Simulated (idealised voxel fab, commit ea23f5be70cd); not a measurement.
Proc. module: voxel self aligned vias
Pictured: cross-section cut, 245 nm wide, on a grid of 5 nm square cells.
Format of a cross-section: grid, square cells. Given as bands. Order: top down. Band: one or more rows of cells.
Heads up on the band format: heights come first, top then bottom, in nm. After that it's the materials left to right, each with its width in nm. A single material flagged "edge to edge" fills the whole band edge to edge, and "blank" means there's empty space there.
Counting heights begins at 0, where everything beneath is, in the wafer as received, one material. The lowest band has no bottom; it goes on downwards, as "z 0 and below" shows.
The expression "30->40" gives the width at the extremes of the band, the first number at its top row of cells and the second at its bottom row, with the width changing by equal amounts from each row to the next in between.
"nothing changed" means the step left every cell of the cross-section as it was.
Enclosed voids (no open way to top), threshold 8 cells or more, entry "Enclosed void listing", notation width x height at distance, distance from left edge, nm.
Post-settings text on a step line: simulator's own remark regarding the step.
"overlay nm" denotes, for a step that has a mask, the displacement of the mask to the right of its planned place, with negative values corresponding to the left.
Process steps foreseen in the plan
1) RECEIVE: material Si
2) CONFORMAL_DEP: material SiO2, thk nm 10
3) CONFORMAL_DEP: material SiCN, thk nm 5
4) DIRECTIONAL_DEP: material lowk, thk nm 30
5) MASKED_ETCH: tone open, mask id LINES, width nm 25, pitch nm 50, etch materials lowk, depth nm 30, overlay nm 0
6) CONFORMAL_DEP: material TiN, thk nm 5
7) FILL_DEP: material Ru, thk nm 5
8) CMP: height nm 45
9) SELECTIVE_ETCH: etch materials W Ru TiN, depth nm 5
10) FILL_DEP: material SiN, thk nm 10
11) CMP: height nm 45
12) DIRECTIONAL_DEP: material lowk, thk nm 20
13) DIRECTIONAL_DEP: material aC, thk nm 10
14) PATTERN: tone open, mask id VIAS, material resist, width nm 35, pitch nm 50, thk nm 25, overlay nm -15
15) DIRECTIONAL_ETCH: etch materials aC, depth nm 10
16) STRIP: etch materials resist
17) DIRECTIONAL_ETCH: etch materials lowk, depth nm 20
18) DIRECTIONAL_ETCH: etch materials SiN, depth nm 5
19) STRIP: etch materials aC
20) CONFORMAL_DEP: material TiN, thk nm 5
21) FILL_DEP: material Ru, thk nm 10
22) CMP: height nm 65
23) CONFORMAL_DEP: material SiCN, thk nm 5
Among the wafers covered here, the point of difference is the overlay nm at step 14; their starting state is shared, and the plan presents the value of the first wafer.
As-received cross-section, first of several wafers, post step 1
> z 0 and below  Si edge to edge
> Enclosed void listing: none
Gained (+) or lost (-) cells of each material since receipt, then closed voids: one row per wafer, at the end of the module
overlay nm -15, +56 Ru, +98 SiCN, +4 SiN, +98 SiO2, +56 TiN, +374 lowk, Enclosed void listing: none
overlay nm -10, +58 Ru, +98 SiCN, +2 SiN, +98 SiO2, +56 TiN, +374 lowk, Enclosed void listing: none
overlay nm -5, +60 Ru, +98 SiCN, +98 SiO2, +56 TiN, +374 lowk, Enclosed void listing: none
overlay nm 0, +60 Ru, +98 SiCN, +98 SiO2, +56 TiN, +374 lowk, Enclosed void listing: none
overlay nm 5, +60 Ru, +98 SiCN, +98 SiO2, +56 TiN, +374 lowk, Enclosed void listing: none
overlay nm 10, +58 Ru, +98 SiCN, +2 SiN, +98 SiO2, +56 TiN, +374 lowk, Enclosed void listing: none
overlay nm 15, +56 Ru, +98 SiCN, +4 SiN, +98 SiO2, +56 TiN, +374 lowk, Enclosed void listing: none
